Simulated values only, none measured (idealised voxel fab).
The process module that follows is named voxel wiring stack.
In the cross-section labelled cut, the width is 165 nm and each square cell is 5 nm.
Cross-section layout: square cells on a grid; listed as bands, top to bottom; a band spans one or more cell rows.
What a band's entry tells you: where the top is and where the bottom is, as heights in nm, and after that what lies inside, material by material from left to right, each with its width in nm. Empty space is written as the word "air", and a single material marked with the word "all across" occupies the band from edge to edge.
Height is counted from the level 0, under which the received wafer is composed throughout of one material. The lowest of the bands is not closed at the bottom but continues downward, in the notation "0 -> down".
Width spec "30 to 40" -> top row of cells at first value, bottom row at second value, equal per-row change in between.
"same as before" means the step left every cell of the cross-section as it was.
Closed-off voids of 8+ cells (no open route to the top) go in "Enclosed internal cavities", written width x height at distance from the left edge, in nm.
On each step's line, the part that comes after the settings is the simulator's own comment on the step.
If you see "overlay nm" on a step's line and that step has a mask, it's telling you how far right of where it was planned the mask ended up; a negative number means it went left instead.
## Process steps foreseen in the plan
1) RECEIVE, material Si
2) CONFORMAL_DEP, material SiO2, thk nm 10
3) DIRECTIONAL_DEP, material TiN, thk nm 5
4) DIRECTIONAL_DEP, material W, thk nm 25
5) DIRECTIONAL_DEP, material aC, thk nm 10
6) PATTERN, tone cover, mask id METAL_1, material resist, width nm 20, pitch nm 35, thk nm 25, overlay nm 0
7) DIRECTIONAL_ETCH, etch materials aC, depth nm 10
8) STRIP, etch materials resist
9) DIRECTIONAL_ETCH, etch materials W, depth nm 25
10) DIRECTIONAL_ETCH, etch materials TiN, depth nm 5
11) STRIP, etch materials aC
12) CONFORMAL_DEP, material SiN, thk nm 5
13) FILL_DEP, material lowk, thk nm 10
14) CMP, height nm 40
15) CONFORMAL_DEP, material SiCN, thk nm 5
16) DIRECTIONAL_DEP, material SiO2, thk nm 15
17) PATTERN, tone open, mask id PLUG_1, material resist, width nm 15, pitch nm 70, thk nm 15, overlay nm 0
18) DIRECTIONAL_ETCH, etch materials SiO2, depth nm 15
19) DIRECTIONAL_ETCH, etch materials SiCN, depth nm 5
20) STRIP, etch materials resist
21) CONFORMAL_DEP, material TiN, thk nm 5
22) FILL_DEP, material Cu, thk nm 5
23) CMP, height nm 60
24) DIRECTIONAL_DEP, material TiN, thk nm 5
25) DIRECTIONAL_DEP, material Ru, thk nm 25
26) PATTERN, tone cover, mask id METAL_2, material resist, width nm 20, pitch nm 35, thk nm 20, overlay nm 0
27) DIRECTIONAL_ETCH, etch materials Ru, depth nm 25
28) DIRECTIONAL_ETCH, etch materials TiN, depth nm 5
29) STRIP, etch materials resist
30) FILL_DEP, material SiO2, thk nm 5
31) CMP, height nm 90
32) CONFORMAL_DEP, material SiN, thk nm 5
## First wafer out of two, processed as planned
## As received (post step 1): cross-section
0 -> down | Si all across
Enclosed internal cavities: none
## After step 2, in cross-section
10 -> 0 | SiO2 all across
Lower than 0, everything is as it was.
## After step 3, in cross-section
15 -> 10 | TiN all across
Lower than 10, everything is as it was.
## After step 4, in cross-section
40 -> 15 | W all across
Lower than 15, everything is as it was.
## After step 5, in cross-section
50 -> 40 | aC all across
Lower than 40, everything is as it was.
## After step 6, in cross-section
75 -> 50 | 20 nm air / 20 nm resist / 15 nm air / 20 nm resist / 15 nm air / 20 nm resist / 15 nm air / 20 nm resist / 20 nm air
Lower than 50, everything is as it was.
## After step 7, in cross-section
65 -> 50 | 20 nm air / 20 nm resist / 15 nm air / 20 nm resist / 15 nm air / 20 nm resist / 15 nm air / 20 nm resist / 20 nm air
50 -> 40 | 20 nm air / 20 nm aC / 15 nm air / 20 nm aC / 15 nm air / 20 nm aC / 15 nm air / 20 nm aC / 20 nm air
Lower than 40, everything is as it was.
## After step 8, in cross-section
50 -> 40 | 20 nm air / 20 nm aC / 15 nm air / 20 nm aC / 15 nm air / 20 nm aC / 15 nm air / 20 nm aC / 20 nm air
Lower than 40, everything is as it was.
## After step 9, in cross-section
50 -> 40 | 20 nm air / 20 nm aC / 15 nm air / 20 nm aC / 15 nm air / 20 nm aC / 15 nm air / 20 nm aC / 20 nm air
40 -> 15 | 20 nm air / 20 nm W / 15 nm air / 20 nm W / 15 nm air / 20 nm W / 15 nm air / 20 nm W / 20 nm air
Lower than 15, everything is as it was.
## After step 10, in cross-section
50 -> 40 | 20 nm air / 20 nm aC / 15 nm air / 20 nm aC / 15 nm air / 20 nm aC / 15 nm air / 20 nm aC / 20 nm air
40 -> 15 | 20 nm air / 20 nm W / 15 nm air / 20 nm W / 15 nm air / 20 nm W / 15 nm air / 20 nm W / 20 nm air
15 -> 10 | 20 nm air / 20 nm TiN / 15 nm air / 20 nm TiN / 15 nm air / 20 nm TiN / 15 nm air / 20 nm TiN / 20 nm air
Lower than 10, everything is as it was.
## After step 11, in cross-section
40 -> 15 | 20 nm air / 20 nm W / 15 nm air / 20 nm W / 15 nm air / 20 nm W / 15 nm air / 20 nm W / 20 nm air
Lower than 15, everything is as it was.
## After step 12, in cross-section
45 -> 40 | 15 nm air / 30 nm SiN / 5 nm air / 30 nm SiN / 5 nm air / 30 nm SiN / 5 nm air / 30 nm SiN / 15 nm air
40 -> 15 | 15 nm air / 5 nm SiN / 20 nm W / 5 nm SiN / 5 nm air / 5 nm SiN / 20 nm W / 5 nm SiN / 5 nm air / 5 nm SiN / 20 nm W / 5 nm SiN / 5 nm air / 5 nm SiN / 20 nm W / 5 nm SiN / 15 nm air
15 -> 10 | 20 nm SiN / 20 nm TiN / 15 nm SiN / 20 nm TiN / 15 nm SiN / 20 nm TiN / 15 nm SiN / 20 nm TiN / 20 nm SiN
Lower than 10, everything is as it was.
## After step 13, in cross-section
55 -> 45 | lowk all across
45 -> 40 | 15 nm lowk / 30 nm SiN / 5 nm lowk / 30 nm SiN / 5 nm lowk / 30 nm SiN / 5 nm lowk / 30 nm SiN / 15 nm lowk
40 -> 15 | 15 nm lowk / 5 nm SiN / 20 nm W / 5 nm SiN / 5 nm lowk / 5 nm SiN / 20 nm W / 5 nm SiN / 5 nm lowk / 5 nm SiN / 20 nm W / 5 nm SiN / 5 nm lowk / 5 nm SiN / 20 nm W / 5 nm SiN / 15 nm lowk
Lower than 15, everything is as it was.
## After step 14, in cross-section
40 -> 15 | 15 nm lowk / 5 nm SiN / 20 nm W / 5 nm SiN / 5 nm lowk / 5 nm SiN / 20 nm W / 5 nm SiN / 5 nm lowk / 5 nm SiN / 20 nm W / 5 nm SiN / 5 nm lowk / 5 nm SiN / 20 nm W / 5 nm SiN / 15 nm lowk
Lower than 15, everything is as it was.
## After step 15, in cross-section
45 -> 40 | SiCN all across
Lower than 40, everything is as it was.
## After step 16, in cross-section
60 -> 45 | SiO2 all across
Lower than 45, everything is as it was.
## After step 17, in cross-section
75 -> 60 | 20 nm resist / 15 nm air / 55 nm resist / 15 nm air / 60 nm resist
Lower than 60, everything is as it was.
## After step 18, in cross-section
75 -> 60 | 20 nm resist / 15 nm air / 55 nm resist / 15 nm air / 60 nm resist
60 -> 45 | 20 nm SiO2 / 15 nm air / 55 nm SiO2 / 15 nm air / 60 nm SiO2
Lower than 45, everything is as it was.
## After step 19, in cross-section
75 -> 60 | 20 nm resist / 15 nm air / 55 nm resist / 15 nm air / 60 nm resist
60 -> 45 | 20 nm SiO2 / 15 nm air / 55 nm SiO2 / 15 nm air / 60 nm SiO2
45 -> 40 | 20 nm SiCN / 15 nm air / 55 nm SiCN / 15 nm air / 60 nm SiCN
Lower than 40, everything is as it was.
## After step 20, in cross-section
60 -> 45 | 20 nm SiO2 / 15 nm air / 55 nm SiO2 / 15 nm air / 60 nm SiO2
Lower than 45, everything is as it was.
## After step 21, in cross-section
65 -> 60 | 25 nm TiN / 5 nm air / 65 nm TiN / 5 nm air / 65 nm TiN
60 -> 45 | 20 nm SiO2 / 5 nm TiN / 5 nm air / 5 nm TiN / 55 nm SiO2 / 5 nm TiN / 5 nm air / 5 nm TiN / 60 nm SiO2
45 -> 40 | 20 nm SiCN / 15 nm TiN / 55 nm SiCN / 15 nm TiN / 60 nm SiCN
Lower than 40, everything is as it was.
## After step 22, in cross-section
70 -> 65 | Cu all across
65 -> 60 | 25 nm TiN / 5 nm Cu / 65 nm TiN / 5 nm Cu / 65 nm TiN
60 -> 45 | 20 nm SiO2 / 5 nm TiN / 5 nm Cu / 5 nm TiN / 55 nm SiO2 / 5 nm TiN / 5 nm Cu / 5 nm TiN / 60 nm SiO2
Lower than 45, everything is as it was.
## After step 23, in cross-section
60 -> 45 | 20 nm SiO2 / 5 nm TiN / 5 nm Cu / 5 nm TiN / 55 nm SiO2 / 5 nm TiN / 5 nm Cu / 5 nm TiN / 60 nm SiO2
Lower than 45, everything is as it was.
## After step 24, in cross-section
65 -> 60 | TiN all across
Lower than 60, everything is as it was.
## After step 25, in cross-section
90 -> 65 | Ru all across
Lower than 65, everything is as it was.
## After step 26, in cross-section
110 -> 90 | 20 nm air / 20 nm resist / 15 nm air / 20 nm resist / 15 nm air / 20 nm resist / 15 nm air / 20 nm resist / 20 nm air
Lower than 90, everything is as it was.
## After step 27, in cross-section
110 -> 90 | 20 nm air / 20 nm resist / 15 nm air / 20 nm resist / 15 nm air / 20 nm resist / 15 nm air / 20 nm resist / 20 nm air
90 -> 65 | 20 nm air / 20 nm Ru / 15 nm air / 20 nm Ru / 15 nm air / 20 nm Ru / 15 nm air / 20 nm Ru / 20 nm air
Lower than 65, everything is as it was.
## After step 28, in cross-section
110 -> 90 | 20 nm air / 20 nm resist / 15 nm air / 20 nm resist / 15 nm air / 20 nm resist / 15 nm air / 20 nm resist / 20 nm air
90 -> 65 | 20 nm air / 20 nm Ru / 15 nm air / 20 nm Ru / 15 nm air / 20 nm Ru / 15 nm air / 20 nm Ru / 20 nm air
65 -> 60 | 20 nm air / 20 nm TiN / 15 nm air / 20 nm TiN / 15 nm air / 20 nm TiN / 15 nm air / 20 nm TiN / 20 nm air
Lower than 60, everything is as it was.
## After step 29, in cross-section
90 -> 65 | 20 nm air / 20 nm Ru / 15 nm air / 20 nm Ru / 15 nm air / 20 nm Ru / 15 nm air / 20 nm Ru / 20 nm air
Lower than 65, everything is as it was.
## After step 30, in cross-section
95 -> 90 | SiO2 all across
90 -> 65 | 20 nm SiO2 / 20 nm Ru / 15 nm SiO2 / 20 nm Ru / 15 nm SiO2 / 20 nm Ru / 15 nm SiO2 / 20 nm Ru / 20 nm SiO2
65 -> 60 | 20 nm SiO2 / 20 nm TiN / 15 nm SiO2 / 20 nm TiN / 15 nm SiO2 / 20 nm TiN / 15 nm SiO2 / 20 nm TiN / 20 nm SiO2
Lower than 60, everything is as it was.
## After step 31, in cross-section
90 -> 65 | 20 nm SiO2 / 20 nm Ru / 15 nm SiO2 / 20 nm Ru / 15 nm SiO2 / 20 nm Ru / 15 nm SiO2 / 20 nm Ru / 20 nm SiO2
Lower than 65, everything is as it was.
## After step 32, in cross-section
95 -> 90 | SiN all across
Lower than 90, everything is as it was.
## Second Wafer (Identical Start and Plan, One Processing Error; Matches First Wafer Through Step 16)
## Second wafer, cross-section, planned end of step 17
75 -> 60 | 30 nm resist / 15 nm air / 55 nm resist / 15 nm air / 50 nm resist
Lower than 60, everything is as it was.
## Second wafer, cross-section, planned end of step 18
75 -> 60 | 30 nm resist / 15 nm air / 55 nm resist / 15 nm air / 50 nm resist
60 -> 45 | 30 nm SiO2 / 15 nm air / 55 nm SiO2 / 15 nm air / 50 nm SiO2
Lower than 45, everything is as it was.
## Second wafer, cross-section, planned end of step 19
75 -> 60 | 30 nm resist / 15 nm air / 55 nm resist / 15 nm air / 50 nm resist
60 -> 45 | 30 nm SiO2 / 15 nm air / 55 nm SiO2 / 15 nm air / 50 nm SiO2
45 -> 40 | 30 nm SiCN / 15 nm air / 55 nm SiCN / 15 nm air / 50 nm SiCN
Lower than 40, everything is as it was.
## Second wafer, cross-section, planned end of step 20
60 -> 45 | 30 nm SiO2 / 15 nm air / 55 nm SiO2 / 15 nm air / 50 nm SiO2
Lower than 45, everything is as it was.
## Second wafer, cross-section, planned end of step 21
65 -> 60 | 35 nm TiN / 5 nm air / 65 nm TiN / 5 nm air / 55 nm TiN
60 -> 45 | 30 nm SiO2 / 5 nm TiN / 5 nm air / 5 nm TiN / 55 nm SiO2 / 5 nm TiN / 5 nm air / 5 nm TiN / 50 nm SiO2
45 -> 40 | 30 nm SiCN / 15 nm TiN / 55 nm SiCN / 15 nm TiN / 50 nm SiCN
Lower than 40, everything is as it was.
## Second wafer, cross-section, planned end of step 22
70 -> 65 | Cu all across
65 -> 60 | 35 nm TiN / 5 nm Cu / 65 nm TiN / 5 nm Cu / 55 nm TiN
60 -> 45 | 30 nm SiO2 / 5 nm TiN / 5 nm Cu / 5 nm TiN / 55 nm SiO2 / 5 nm TiN / 5 nm Cu / 5 nm TiN / 50 nm SiO2
Lower than 45, everything is as it was.
## Second wafer, cross-section, planned end of step 23
60 -> 45 | 30 nm SiO2 / 5 nm TiN / 5 nm Cu / 5 nm TiN / 55 nm SiO2 / 5 nm TiN / 5 nm Cu / 5 nm TiN / 50 nm SiO2
Lower than 45, everything is as it was.
## Second wafer, cross-section, planned end of step 24
65 -> 60 | TiN all across
Lower than 60, everything is as it was.
## Second wafer, cross-section, planned end of step 25
90 -> 65 | Ru all across
Lower than 65, everything is as it was.
## Second wafer, cross-section, planned end of step 26
110 -> 90 | 20 nm air / 20 nm resist / 15 nm air / 20 nm resist / 15 nm air / 20 nm resist / 15 nm air / 20 nm resist / 20 nm air
Lower than 90, everything is as it was.
## Second wafer, cross-section, planned end of step 27
110 -> 90 | 20 nm air / 20 nm resist / 15 nm air / 20 nm resist / 15 nm air / 20 nm resist / 15 nm air / 20 nm resist / 20 nm air
90 -> 65 | 20 nm air / 20 nm Ru / 15 nm air / 20 nm Ru / 15 nm air / 20 nm Ru / 15 nm air / 20 nm Ru / 20 nm air
Lower than 65, everything is as it was.
## Second wafer, cross-section, planned end of step 28
110 -> 90 | 20 nm air / 20 nm resist / 15 nm air / 20 nm resist / 15 nm air / 20 nm resist / 15 nm air / 20 nm resist / 20 nm air
90 -> 65 | 20 nm air / 20 nm Ru / 15 nm air / 20 nm Ru / 15 nm air / 20 nm Ru / 15 nm air / 20 nm Ru / 20 nm air
65 -> 60 | 20 nm air / 20 nm TiN / 15 nm air / 20 nm TiN / 15 nm air / 20 nm TiN / 15 nm air / 20 nm TiN / 20 nm air
Lower than 60, everything is as it was.
## Second wafer, cross-section, planned end of step 29
90 -> 65 | 20 nm air / 20 nm Ru / 15 nm air / 20 nm Ru / 15 nm air / 20 nm Ru / 15 nm air / 20 nm Ru / 20 nm air
Lower than 65, everything is as it was.
## Second wafer, cross-section, planned end of step 30
95 -> 90 | SiO2 all across
90 -> 65 | 20 nm SiO2 / 20 nm Ru / 15 nm SiO2 / 20 nm Ru / 15 nm SiO2 / 20 nm Ru / 15 nm SiO2 / 20 nm Ru / 20 nm SiO2
65 -> 60 | 20 nm SiO2 / 20 nm TiN / 15 nm SiO2 / 20 nm TiN / 15 nm SiO2 / 20 nm TiN / 15 nm SiO2 / 20 nm TiN / 20 nm SiO2
Lower than 60, everything is as it was.
## Second wafer, cross-section, planned end of step 31
90 -> 65 | 20 nm SiO2 / 20 nm Ru / 15 nm SiO2 / 20 nm Ru / 15 nm SiO2 / 20 nm Ru / 15 nm SiO2 / 20 nm Ru / 20 nm SiO2
Lower than 65, everything is as it was.
## Second wafer, cross-section, planned end of step 32
95 -> 90 | SiN all across
Lower than 90, everything is as it was.
What went wrong in running the wafer? step 17 ran differently from the plan; actual operation with settings: PATTERN, tone open, mask id PLUG_1, material resist, width nm 15, pitch nm 70, thk nm 15, overlay nm 10
Both wafers, final: cells per material equal; arrangement not.
